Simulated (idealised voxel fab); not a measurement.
The name of this process module is voxel local oxidation.
Pictured: cross-section cut, 210 nm wide, on a grid of 5 nm square cells.
The cross-sections in this document take the form of a grid made of square cells. They are written out as bands, in order from top to bottom. Each band consists of one or more rows of cells.
First you get the band's top height and its bottom height, in nm, and then the materials it's made of, left to right, with each width in nm. If you see a single material with "full width", that one covers the band edge to edge. "air" is empty space.
The reference from which all heights are counted is 0, the level beneath which the as-received wafer is entirely one material; the lowest band, having no lower bound, proceeds downward and is written after the example "from 0 down".
Top row gets the first number, bottom row gets the second, and each row in between changes by the same step: that is how a band width like "30->40" works.
Where the words "no change occurred" appear for a step, the cross-section shows no cell changed by that step; every cell remained as before.
"Closed void entries" means: voids of 8 cells or more that are shut off from the top with no open way through. Written width x height at distance, distance from the left edge, in nm.
Heads up: the bit after the settings on a step's line is the simulator's remark on that step.
The "overlay nm" setting may appear on a step's line; for a step that uses a mask, it gives how far to the right of its planned position the mask lay, and a negative value indicates the left.
**So here's the lineup of process steps we planned**
step 1: op RECEIVE | material Si
step 2: op OXIDIZE | depth nm 5
step 3: op CONFORMAL_DEP | material SiN | thk nm 15
step 4: op MASKED_ETCH | tone cover | mask id ACTIVE | width nm 110 | etch materials SiN | depth nm 15 | overlay nm 0
step 5: op SELECTIVE_ETCH | etch materials SiO2 | depth nm 5
step 6: op OXIDIZE | depth nm 15
step 7: op STRIP | etch materials SiN
**The following pertains to the first of two wafers, which was processed as planned**
**as received, after step 1**
* from 0 down = Si full width
* Closed void entries: none
**Sectional view: wafer, after step 2**
* from 0 to -5 = SiO2 full width
* Whatever lies below -5 is exactly as it was before.
**Sectional view: wafer, after step 3**
* from 15 to 0 = SiN full width
* Whatever lies below 0 is exactly as it was before.
**Sectional view: wafer, after step 4**
* from 15 to 0 = 50 of air / 110 of SiN / 50 of air
* Whatever lies below 0 is exactly as it was before.
**Sectional view: wafer, after step 5**
* from 15 to 0 = 50 of air / 110 of SiN / 50 of air
* from 0 to -5 = 55 of air / 100 of SiO2 / 55 of air
* Whatever lies below -5 is exactly as it was before.
**Sectional view: wafer, after step 6**
* from 15 to 0 = 50 of air / 110 of SiN / 50 of air
* from 0 to -5 = 55 of air / 100 of SiO2 / 55 of air
* from -5 to -20 = 70 of SiO2 / 70 of Si / 70 of SiO2
* Whatever lies below -20 is exactly as it was before.
**Sectional view: wafer, after step 7**
* from 0 to -5 = 55 of air / 100 of SiO2 / 55 of air
* Whatever lies below -5 is exactly as it was before.
**Here the second wafer is described. Its start and its plan were those of the first wafer. Its run contained one mistake. Up to and including step 3, it did exactly what the first wafer did**
**Here is the second wafer in cross-section at the point where step 4 of the plan should have been done**
* from 15 to 0 = 45 of air / 110 of SiN / 55 of air
* Whatever lies below 0 is exactly as it was before.
**Here is the second wafer in cross-section at the point where step 5 of the plan should have been done**
* from 15 to 0 = 45 of air / 110 of SiN / 55 of air
* from 0 to -5 = 50 of air / 100 of SiO2 / 60 of air
* Whatever lies below -5 is exactly as it was before.
**Here is the second wafer in cross-section at the point where step 6 of the plan should have been done**
* from 15 to 0 = 45 of air / 110 of SiN / 55 of air
* from 0 to -5 = 50 of air / 100 of SiO2 / 60 of air
* from -5 to -20 = 65 of SiO2 / 70 of Si / 75 of SiO2
* Whatever lies below -20 is exactly as it was before.
**Here is the second wafer in cross-section at the point where step 7 of the plan should have been done**
* from 0 to -5 = 50 of air / 100 of SiO2 / 60 of air
* Whatever lies below -5 is exactly as it was before.
The mistake made against the process plan was this: so step 4 ended up running with a different setting than we planned, it ran as op MASKED_ETCH | tone cover | mask id ACTIVE | width nm 110 | etch materials SiN | depth nm 15 | overlay nm -5
Both wafers, final: cells per material equal; arrangement not.
